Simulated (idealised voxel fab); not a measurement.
Process module name: voxel fin reveal
Square cell edge 5 nm, section width 160 nm, ID cut.
Heads up, the way a cross-section reads in here is a grid of square cells, handed over as bands from the top down, with every band being one or more rows of cells.
Quick guide to a band line: top height, bottom height (nm) up front; then every material left to right with its width in nm. Only one material and it's marked "everywhere"? Then it fills the band edge to edge. And "air" just means empty space.
Heights are reckoned from 0. Under this level, the received wafer is all of one material. The bottommost band is open-ended downward, for example "top 0, no bottom".
The width entry "30->40" should be interpreted row by row: the top row of cells in the band takes the first number, the bottom row takes the second number, and the change between adjacent rows is uniform throughout.
It should be understood that the words "everything unchanged", when stated for a given step, signify that the cross-section underwent no change in any of its cells during that step.
Look at "Fully enclosed voids" for the closed voids: empty spaces with no open path to the top, sized 8 cells or up. Each is width x height at distance, distance from the left edge, all nm.
Anything after a step's settings on that line? It's the simulator's own note about the step.
The line of a step may include "overlay nm". On a step with a mask, this value is how far to the right of its planned place the mask lay. A negative value means the mask lay to the left.

Process steps (planned)
- 1: RECEIVE, material Si
- 2: CONFORMAL_DEP, material SiN, thk nm 10
- 3: PATTERN, tone cover, mask id FINS, material resist, width nm 15, pitch nm 40, thk nm 20, overlay nm 0
- 4: DIRECTIONAL_ETCH, etch materials SiN, depth nm 10
- 5: DIRECTIONAL_ETCH, etch materials Si, depth nm 30
- 6: STRIP, etch materials resist
- 7: OXIDIZE, depth nm 5
- 8: FILL_DEP, material SiO2, thk nm 5
- 9: CMP, height nm 10
- 10: SELECTIVE_ETCH, etch materials SiO2, depth nm 25
- 11: STRIP, etch materials SiN
- 12: CONFORMAL_DEP, material HfO2, thk nm 5

As-received wafer cross-section (after step 1)
    top 0, no bottom: Si everywhere
    Fully enclosed voids: none

Starting wafer: above. Plan: above. Run: one mistake. Cross-section after the module: below
    top 5, bottom 0: 30 of air, 20 of HfO2, 20 of air, 20 of HfO2, 20 of air, 20 of HfO2, 30 of air
    top 0, bottom -10: 30 of air, 5 of HfO2, 10 of Si, 5 of HfO2, 20 of air, 5 of HfO2, 10 of Si, 5 of HfO2, 20 of air, 5 of HfO2, 10 of Si, 5 of HfO2, 30 of air
    top -10, bottom -15: 35 of HfO2, 10 of Si, 30 of HfO2, 10 of Si, 30 of HfO2, 10 of Si, 35 of HfO2
    top -15, bottom -35: 35 of SiO2, 10 of Si, 30 of SiO2, 10 of Si, 30 of SiO2, 10 of Si, 35 of SiO2
    top -35, no bottom: Si everywhere
    Fully enclosed voids: none
Plan not followed: step 3 changed vs plan, executed as PATTERN, tone cover, mask id FINS, material resist, width nm 20, pitch nm 40, thk nm 20, overlay nm 0
